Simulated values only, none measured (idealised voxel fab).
The name of this process module is voxel gate over fins.
Displayed cross-section: cut, width of 250 nm, square cells sized 5 nm.
Bands, listed from the top down, are how a cross-section gets written in this document; the cross-section itself is a grid of square cells, and a band is one or more rows of them. Within each band entry, the heights of the top and of the bottom of the band appear first, in that order and in nm; the materials of the band then follow from left to right, each with its corresponding width in nm. The designation "everywhere" on a single material indicates that it fills the band from edge to edge; the designation "blank" indicates empty space. A quick word on heights: they are counted from 0, and under that level the wafer as it came to us is one material throughout. The lowest band is different from the rest in having no bottom; it simply continues downward, written as in "0 and below". The notation "30 to 40" denotes a width that varies across the rows of cells in the band, beginning at the first number in the top row, finishing at the second number in the bottom row, and changing by an identical amount from each row to the next. Reading "nothing was modified" for a step: not a cell of the cross-section changed in it. The entry titled "Sealed internal voids" provides the empty spaces that have no open way to the top, restricted to those of 8 cells or more. Each is presented as width x height at distance, the distance being measured from the left edge, with all three in nm. Text after the settings on a step's line: the simulator's own remark on that step. On any step carrying a mask, the "overlay nm" setting, if present on the step's line, tells how far right of its planned place the mask lay; negative values point to the left.

SET OUT BELOW ARE THE PLANNED STEPS OF THE PROCESS
1: RECEIVE (material Si)
2: CONFORMAL_DEP (material SiN; thk nm 10)
3: DIRECTIONAL_DEP (material aC; thk nm 15)
4: PATTERN (tone cover; mask id FINS; material resist; width nm 15; pitch nm 55; thk nm 35; overlay nm 0)
5: DIRECTIONAL_ETCH (etch materials aC; depth nm 15)
6: STRIP (etch materials resist)
7: DIRECTIONAL_ETCH (etch materials SiN; depth nm 10)
8: DIRECTIONAL_ETCH (etch materials Si; depth nm 30)
9: STRIP (etch materials aC)
10: OXIDIZE (depth nm 5)
11: FILL_DEP (material SiO2; thk nm 10)
12: CMP (height nm 10)
13: DIRECTIONAL_DEP (material aC; thk nm 15)
14: PATTERN (tone open; mask id RAIL; material resist; width nm 15; thk nm 30; overlay nm -15)
15: DIRECTIONAL_ETCH (etch materials aC; depth nm 15)
16: STRIP (etch materials resist)
17: DIRECTIONAL_ETCH (etch materials SiO2; depth nm 35)
18: STRIP (etch materials aC)
19: CONFORMAL_DEP (material TiN; thk nm 5)
20: FILL_DEP (material Ru; thk nm 5)
21: CMP (height nm 10)
22: SELECTIVE_ETCH (etch materials W Ru TiN; depth nm 30)
23: FILL_DEP (material SiO2; thk nm 5)
24: CMP (height nm 10)
25: SELECTIVE_ETCH (etch materials SiO2; depth nm 20)
26: STRIP (etch materials SiN)
27: CONFORMAL_DEP (material HfO2; thk nm 5)
28: CONFORMAL_DEP (material TiN; thk nm 5)
29: FILL_DEP (material W; thk nm 15)
30: CMP (height nm 20)
31: CONFORMAL_DEP (material SiN; thk nm 10)
Split variable: overlay nm, step 14. Plan value = first wafer. Wafers start alike.

AFTER STEP 1, AS RECEIVED: FIRST OF SEVERAL WAFERS, CROSS-SECTION
	0 and below = Si everywhere
	Sealed internal voids: none

THE FOLLOWING TABLE CONTAINS A ROW PER WAFER, IN WHICH ARE REPORTED, AT THE CONCLUSION OF THE MODULE, THE CELLS OF EACH MATERIAL GAINED (+) OR LOST (-) SINCE THE WAFER'S RECEIPT, WITH ITS CLOSED VOIDS GIVEN THEREAFTER
overlay nm -15, +58 HfO2, -336 Si, +100 SiN, +238 SiO2, +60 TiN, +180 W, Sealed internal voids: none
overlay nm -10, +58 HfO2, -336 Si, +100 SiN, +237 SiO2, +61 TiN, +180 W, Sealed internal voids: none
overlay nm -5, +58 HfO2, -336 Si, +100 SiN, +237 SiO2, +61 TiN, +180 W, Sealed internal voids: none
overlay nm 0, +58 HfO2, -336 Si, +100 SiN, +237 SiO2, +61 TiN, +180 W, Sealed internal voids: none
overlay nm 5, +58 HfO2, -336 Si, +100 SiN, +237 SiO2, +61 TiN, +180 W, Sealed internal voids: none
overlay nm 10, +58 HfO2, -336 Si, +100 SiN, +237 SiO2, +61 TiN, +180 W, Sealed internal voids: none
overlay nm 15, +58 HfO2, -336 Si, +100 SiN, +237 SiO2, +61 TiN, +180 W, Sealed internal voids: none
